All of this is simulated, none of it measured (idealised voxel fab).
Presented below is a process module, voxel ribs on slabs.
Square cells of 5 nm make up the cross-section cut, whose width is 170 nm.
Format of a cross-section: grid, square cells. Given as bands. Order: top down. Band: one or more rows of cells. Per band: top height and bottom height in nm, followed by the left-to-right materials and their widths in nm; "full width" marks a single material spanning edge to edge, "air" marks empty space. It should be noted that heights are counted from 0, beneath which the wafer as supplied is of one material throughout, and that the lowest band possesses no lower boundary but continues downward, as written in "0 and below". With a width like "30 to 40", each row of cells in the band differs from the next by the same amount, the top row carrying the first number and the bottom row the second. No cell of the cross-section changed in a step that is given as "no modifications". Each empty space that has no open way to the top and spans at least 8 cells appears under "Voids lacking openings" as width x height at distance, the distance counted from the left edge, all in nm. Step line, after settings: the simulator's comment on this step. overlay nm: on a step with a mask, how far right of its planned place the mask lay; negative means left.
# Listed below are the process steps as planned
step 1: RECEIVE [material Si]
step 2: DIRECTIONAL_DEP [material SiO2] [thk nm 30]
step 3: DIRECTIONAL_DEP [material SiN] [thk nm 15]
step 4: PATTERN [tone cover] [mask id RIB] [material resist] [width nm 30] [thk nm 20] [overlay nm 0]
step 5: DIRECTIONAL_ETCH [etch materials SiN] [depth nm 10]
step 6: STRIP [etch materials resist]
step 7: DIRECTIONAL_DEP [material aC] [thk nm 10]
step 8: PATTERN [tone cover] [mask id SLAB] [material resist] [width nm 60] [thk nm 25] [overlay nm 0]
step 9: DIRECTIONAL_ETCH [etch materials aC] [depth nm 10]
step 10: STRIP [etch materials resist]
step 11: DIRECTIONAL_ETCH [etch materials SiN] [depth nm 5]
step 12: STRIP [etch materials aC]
step 13: FILL_DEP [material SiO2] [thk nm 30]
step 14: CMP [height nm 65]
step 15: DIRECTIONAL_DEP [material W] [thk nm 5]
step 16: PATTERN [tone cover] [mask id HEATER] [material resist] [width nm 40] [thk nm 20] [overlay nm 0]
step 17: DIRECTIONAL_ETCH [etch materials W] [depth nm 5]
step 18: STRIP [etch materials resist]
step 19: CONFORMAL_DEP [material SiN] [thk nm 10]
# Cross-section of the incoming wafer, state after step 1
> 0 and below | Si full width
> Voids lacking openings: none
# Final wafer profile in cross-section after the module, from the same start and plan as above, with one mistake made during processing
> 80 down to 75 | air: 55  SiN: 60  air: 55
> 75 down to 70 | SiN full width
> 70 down to 65 | SiN: 65  W: 40  SiN: 65
> 65 down to 15 | SiO2 full width
> 15 down to 0 | SiN full width
> 0 and below | Si full width
> Voids lacking openings: none
Misprocessing identified: swap of plan steps 2 and 3 during execution
